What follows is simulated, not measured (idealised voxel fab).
Module name: voxel transistor to metal (process module)
Cross-section cut spans 300 nm and uses square cells 5 nm in size.
Cross-section = grid of square cells, listed top down in bands; band = one or more rows.
Top, bottom (nm), then materials left to right with widths (nm); lone material tagged "throughout" fills the whole band edge to edge; "blank" = empty space.
Heights are reckoned from 0. Under this level, the received wafer is all of one material. The bottommost band is open-ended downward, for example "z 0 and below".
A two-number width, for instance "30->40", indicates that the width is equal to the first number in the top row of the band and to the second number in the bottom row, and that it changes by a constant amount per row of cells.
Reading "changes: none" for a step: not a cell of the cross-section changed in it.
The list in "Closed void listing" covers empty spaces of 8 cells or more that cannot reach the top through any open way, and it gives each as width x height at distance; the distance is from the left edge, and width, height and distance are in nm.
The remark found on a step's line after its settings is issued by the simulator itself and pertains to that step.
overlay nm: how far to the right of its planned place the mask lay on this masked step (negative: to the left).

THE FOLLOWING LIST GIVES THE PLANNED PROCESS STEPS
1,RECEIVE with material Si
2,CONFORMAL_DEP with material SiO2, thk nm 5
3,CONFORMAL_DEP with material SiN, thk nm 15
4,PATTERN with tone cover, mask id ACTIVE, material resist, width nm 115, pitch nm 145, thk nm 20, overlay nm 0
5,DIRECTIONAL_ETCH with etch materials SiN, depth nm 15
6,DIRECTIONAL_ETCH with etch materials SiO2, depth nm 5
7,DIRECTIONAL_ETCH with etch materials Si, depth nm 25
8,STRIP with etch materials resist
9,OXIDIZE with depth nm 5
10,FILL_DEP with material SiO2, thk nm 10
11,CMP with height nm 20
12,SELECTIVE_ETCH with etch materials SiO2, depth nm 5
13,STRIP with etch materials SiN
14,SELECTIVE_ETCH with etch materials SiO2, depth nm 5
15,OXIDIZE with depth nm 5
16,DIRECTIONAL_DEP with material polySi, thk nm 25
17,DIRECTIONAL_DEP with material SiCN, thk nm 10
18,MASKED_ETCH with tone cover, mask id GATE, width nm 25, pitch nm 145, etch materials SiCN, depth nm 20, overlay nm 0
19,MASKED_ETCH with tone cover, mask id GATE, width nm 25, pitch nm 145, etch materials polySi, depth nm 35, overlay nm 0
20,CONFORMAL_DEP with material SiN, thk nm 10
21,DIRECTIONAL_ETCH with etch materials SiN, depth nm 10
22,DIRECTIONAL_ETCH with etch materials SiO2, depth nm 5
23,DIRECTIONAL_ETCH with etch materials Si, depth nm 15
24,EPI with material nSi, thk nm 20
25,FILL_DEP with material SiO2, thk nm 10
26,CMP with height nm 35
27,DIRECTIONAL_DEP with material SiO2, thk nm 10
28,MASKED_ETCH with tone open, mask id CONTACT, width nm 30, etch materials SiO2, depth nm 45, overlay nm 0
29,CONFORMAL_DEP with material TiN, thk nm 5
30,FILL_DEP with material Ru, thk nm 5
31,CMP with height nm 45
32,DIRECTIONAL_DEP with material TiN, thk nm 5
33,DIRECTIONAL_DEP with material W, thk nm 15
34,PATTERN with tone cover, mask id METAL_1, material resist, width nm 20, thk nm 15, overlay nm 0
35,DIRECTIONAL_ETCH with etch materials W, depth nm 15
36,DIRECTIONAL_ETCH with etch materials TiN, depth nm 5
37,STRIP with etch materials resist
38,FILL_DEP with material lowk, thk nm 10
39,CMP with height nm 65
40,CONFORMAL_DEP with material SiCN, thk nm 5
41,DIRECTIONAL_DEP with material SiO2, thk nm 30
42,PATTERN with tone open, mask id METAL_2_HOLES, material resist, width nm 15, pitch nm 145, thk nm 20, overlay nm 0
43,DIRECTIONAL_ETCH with etch materials SiO2, depth nm 30
44,STRIP with etch materials resist
45,PATTERN with tone open, mask id METAL_2, material resist, width nm 20, pitch nm 145, thk nm 20, overlay nm 0
46,DIRECTIONAL_ETCH with etch materials SiO2, depth nm 15
47,DIRECTIONAL_ETCH with etch materials SiCN, depth nm 5
48,STRIP with etch materials resist
49,CONFORMAL_DEP with material TiN, thk nm 5
50,FILL_DEP with material Cu, thk nm 5
51,CMP with height nm 100
52,CONFORMAL_DEP with material SiCN, thk nm 5

WAFER AT RECEIPT (POST STEP 1), CROSS-SECTION
	z 0 and below | Si throughout
	Closed void listing: none

WAFER AT MODULE END, IN SECTION. BEGAN AS ABOVE, PLANNED AS ABOVE, RUN WITH ONE MISTAKE
	z 105 to 100 | SiCN throughout
	z 100 to 90 | SiO2 30 / TiN 5 / Cu 10 / TiN 5 / SiO2 125 / TiN 5 / Cu 10 / TiN 5 / SiO2 105
	z 90 to 85 | SiO2 30 / TiN 5 / Cu 5 / TiN 10 / SiO2 125 / TiN 5 / Cu 5 / TiN 10 / SiO2 105
	z 85 to 70 | SiO2 30 / TiN 5 / Cu 5 / TiN 5 / SiO2 130 / TiN 5 / Cu 5 / TiN 5 / SiO2 110
	z 70 to 65 | SiCN 30 / TiN 15 / SiCN 130 / TiN 15 / SiCN 110
	z 65 to 50 | W 30 / lowk 20 / W 55 / lowk 20 / W 50 / lowk 20 / W 55 / lowk 20 / W 30
	z 50 to 45 | TiN 30 / lowk 20 / TiN 55 / lowk 20 / TiN 50 / lowk 20 / TiN 55 / lowk 20 / TiN 30
	z 45 to 35 | SiO2 30 / TiN 5 / Ru 20->15 / TiN 5->10 / SiO2 35 / TiN 5->10 / Ru 20->15 / TiN 5 / SiO2 50 / TiN 5 / Ru 20->15 / TiN 5->10 / SiO2 35 / TiN 5->10 / Ru 20->15 / TiN 5 / SiO2 30
	z 35 to 25 | SiO2 30 / TiN 5 / Ru 15 / TiN 5 / SiN 10 / SiCN 25 / SiN 10 / TiN 5 / Ru 15 / TiN 5 / SiO2 50 / TiN 5 / Ru 15 / TiN 5 / SiN 10 / SiCN 25 / SiN 10 / TiN 5 / Ru 15 / TiN 5 / SiO2 30
	z 25 to 20 | SiO2 30 / TiN 5 / Ru 15 / TiN 5 / SiN 10 / polySi 25 / SiN 10 / TiN 5 / Ru 15 / TiN 5 / SiO2 50 / TiN 5 / Ru 15 / TiN 5 / SiN 10 / polySi 25 / SiN 10 / TiN 5 / Ru 15 / TiN 5 / SiO2 30
	z 20 to 15 | SiO2 30 / TiN 25 / SiN 10 / polySi 25 / SiN 10 / TiN 25 / SiO2 50 / TiN 25 / SiN 10 / polySi 25 / SiN 10 / TiN 25 / SiO2 30
	z 15 to 10 | SiO2 30 / TiN 5 / nSi 20 / SiN 10 / polySi 25 / SiN 10 / nSi 20 / TiN 5 / SiO2 50 / TiN 5 / nSi 20 / SiN 10 / polySi 25 / SiN 10 / nSi 20 / TiN 5 / SiO2 30
	z 10 to 0 | SiO2 15 / SiN 10 / SiO2 5 / TiN 5 / nSi 20 / SiN 10 / polySi 25 / SiN 10 / nSi 20 / TiN 5 / SiO2 5 / SiN 10 / SiO2 20 / SiN 10 / SiO2 5 / TiN 5 / nSi 20 / SiN 10 / polySi 25 / SiN 10 / nSi 20 / TiN 5 / SiO2 5 / SiN 10 / SiO2 15
	z 0 to -5 | SiO2 25 / nSi 30 / SiO2 45 / nSi 30 / SiO2 40 / nSi 30 / SiO2 45 / nSi 30 / SiO2 25
	z -5 to -20 | SiO2 25 / nSi 30 / Si 45 / nSi 30 / SiO2 40 / nSi 30 / Si 45 / nSi 30 / SiO2 25
	z -20 to -30 | SiO2 25 / Si 105 / SiO2 40 / Si 105 / SiO2 25
	z -30 and below | Si throughout
	Closed void listing: none
Which mistake was made when the wafer was run? step 34 ran differently from the plan; actual operation with settings: PATTERN with tone open, mask id METAL_1, material resist, width nm 20, thk nm 15, overlay nm 0
